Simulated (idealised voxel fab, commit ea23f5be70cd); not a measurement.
A process module follows: voxel plated lines.
Shown is cross-section cut, with a width of 225 nm and square cells of size 5 nm.
Square cells in a grid make up a cross-section in this document, and the grid is given as bands, listed from the top down, each one or more rows of cells.
Band entry format. Leading values: height of top, height of bottom, nm. Remainder: materials in left-to-right order, each with its width in nm. Special words: "full width" on a single material, which then fills the band edge to edge; "air", empty space.
The reference from which all heights are counted is 0, the level beneath which the as-received wafer is entirely one material; the lowest band, having no lower bound, proceeds downward and is written after the example "0 down".
A width given as "30..40" starts at the first number in the band's top row and ends at the second number in its bottom row, shifting by an equal amount at every step from row to row.
"nothing changed" -> step changed no cross-section cell.
"Closed void roster" specifies each empty space that is not open to the top and that occupies no fewer than 8 cells, using the form width x height at distance, the distance measured from the left edge and all three quantities in nm.
Heads up: the bit after the settings on a step's line is the simulator's remark on that step.
For masked steps, "overlay nm" on the step line gives how far right of plan the mask actually lay; a minus sign means it lay to the left.

# Steps in the process plan
1: op RECEIVE | material Si
2: op CONFORMAL_DEP | material SiN | thk nm 10
3: op DIRECTIONAL_DEP | material TiN | thk nm 5
4: op PATTERN | tone open | mask id LINES | material resist | width nm 30 | pitch nm 45 | thk nm 40 | overlay nm 0
5: op EPI | material Ru | thk nm 5
6: op EPI | material Ru | thk nm 10
7: op EPI | material Ru | thk nm 5
8: op STRIP | etch materials resist
9: op DIRECTIONAL_ETCH | etch materials TiN | depth nm 5
10: op CONFORMAL_DEP | material SiO2 | thk nm 10

# First of two wafers, processed according to plan

# Wafer at receipt (post step 1), cross-section
> 0 down = Si full width
> Closed void roster: none

# Cross-section: wafer state after step 2
> 10 to 0 = SiN full width
> Below 0, the layers are the same as they were.

# Cross-section: wafer state after step 3
> 15 to 10 = TiN full width
> Below 10, the layers are the same as they were.

# Cross-section: wafer state after step 4
> 55 to 15 = 75 of resist, 30 of air, 15 of resist, 30 of air, 75 of resist
> Below 15, the layers are the same as they were.

# Cross-section: wafer state after step 5
> 55 to 20 = 75 of resist, 30 of air, 15 of resist, 30 of air, 75 of resist
> 20 to 15 = 75 of resist, 30 of Ru, 15 of resist, 30 of Ru, 75 of resist
> Below 15, the layers are the same as they were.

# Cross-section: wafer state after step 6
> 55 to 30 = 75 of resist, 30 of air, 15 of resist, 30 of air, 75 of resist
> 30 to 15 = 75 of resist, 30 of Ru, 15 of resist, 30 of Ru, 75 of resist
> Below 15, the layers are the same as they were.

# Cross-section: wafer state after step 7
> 55 to 35 = 75 of resist, 30 of air, 15 of resist, 30 of air, 75 of resist
> 35 to 15 = 75 of resist, 30 of Ru, 15 of resist, 30 of Ru, 75 of resist
> Below 15, the layers are the same as they were.

# Cross-section: wafer state after step 8
> 35 to 15 = 75 of air, 30 of Ru, 15 of air, 30 of Ru, 75 of air
> Below 15, the layers are the same as they were.

# Cross-section: wafer state after step 9
> 35 to 15 = 75 of air, 30 of Ru, 15 of air, 30 of Ru, 75 of air
> 15 to 10 = 75 of air, 30 of TiN, 15 of air, 30 of TiN, 75 of air
> Below 10, the layers are the same as they were.

# Cross-section: wafer state after step 10
> 45 to 35 = 65 of air, 95 of SiO2, 65 of air
> 35 to 20 = 65 of air, 10 of SiO2, 30 of Ru, 15 of SiO2, 30 of Ru, 10 of SiO2, 65 of air
> 20 to 15 = 75 of SiO2, 30 of Ru, 15 of SiO2, 30 of Ru, 75 of SiO2
> 15 to 10 = 75 of SiO2, 30 of TiN, 15 of SiO2, 30 of TiN, 75 of SiO2
> Below 10, the layers are the same as they were.

# second wafer: like start, like plan, one mistake. Through step 3 it matches the first wafer

# Cross-section of the second wafer at the time by which step 4 should have been completed according to the plan
> 55 to 15 = 75 of air, 30 of resist, 15 of air, 30 of resist, 75 of air
> Below 15, the layers are the same as they were.

# Cross-section of the second wafer at the time by which step 5 should have been completed according to the plan
> 55 to 20 = 75 of air, 30 of resist, 15 of air, 30 of resist, 75 of air
> 20 to 15 = 75 of Ru, 30 of resist, 15 of Ru, 30 of resist, 75 of Ru
> Below 15, the layers are the same as they were.

# Cross-section of the second wafer at the time by which step 6 should have been completed according to the plan
> 55 to 30 = 75 of air, 30 of resist, 15 of air, 30 of resist, 75 of air
> 30 to 15 = 75 of Ru, 30 of resist, 15 of Ru, 30 of resist, 75 of Ru
> Below 15, the layers are the same as they were.

# Cross-section of the second wafer at the time by which step 7 should have been completed according to the plan
> 55 to 35 = 75 of air, 30 of resist, 15 of air, 30 of resist, 75 of air
> 35 to 15 = 75 of Ru, 30 of resist, 15 of Ru, 30 of resist, 75 of Ru
> Below 15, the layers are the same as they were.

# Cross-section of the second wafer at the time by which step 8 should have been completed according to the plan
> 35 to 15 = 75 of Ru, 30 of air, 15 of Ru, 30 of air, 75 of Ru
> Below 15, the layers are the same as they were.

# Cross-section of the second wafer at the time by which step 9 should have been completed according to the plan
> 35 to 15 = 75 of Ru, 30 of air, 15 of Ru, 30 of air, 75 of Ru
> 15 to 10 = 75 of TiN, 30 of air, 15 of TiN, 30 of air, 75 of TiN
> Below 10, the layers are the same as they were.

# Cross-section of the second wafer at the time by which step 10 should have been completed according to the plan
> 45 to 35 = 85 of SiO2, 10 of air, 35 of SiO2, 10 of air, 85 of SiO2
> 35 to 20 = 75 of Ru, 10 of SiO2, 10 of air, 10 of SiO2, 15 of Ru, 10 of SiO2, 10 of air, 10 of SiO2, 75 of Ru
> 20 to 15 = 75 of Ru, 30 of SiO2, 15 of Ru, 30 of SiO2, 75 of Ru
> 15 to 10 = 75 of TiN, 30 of SiO2, 15 of TiN, 30 of SiO2, 75 of TiN
> Below 10, the layers are the same as they were.
In executing the process, a mistake was made relative to the plan: note that step 4 departed from the planned setting and was carried out as op PATTERN | tone cover | mask id LINES | material resist | width nm 30 | pitch nm 45 | thk nm 40 | overlay nm 0
Heads up, by the end the second wafer has more or fewer cells of some materials compared to the first: Ru: 84 more | SiO2: 5 more | TiN: 21 more
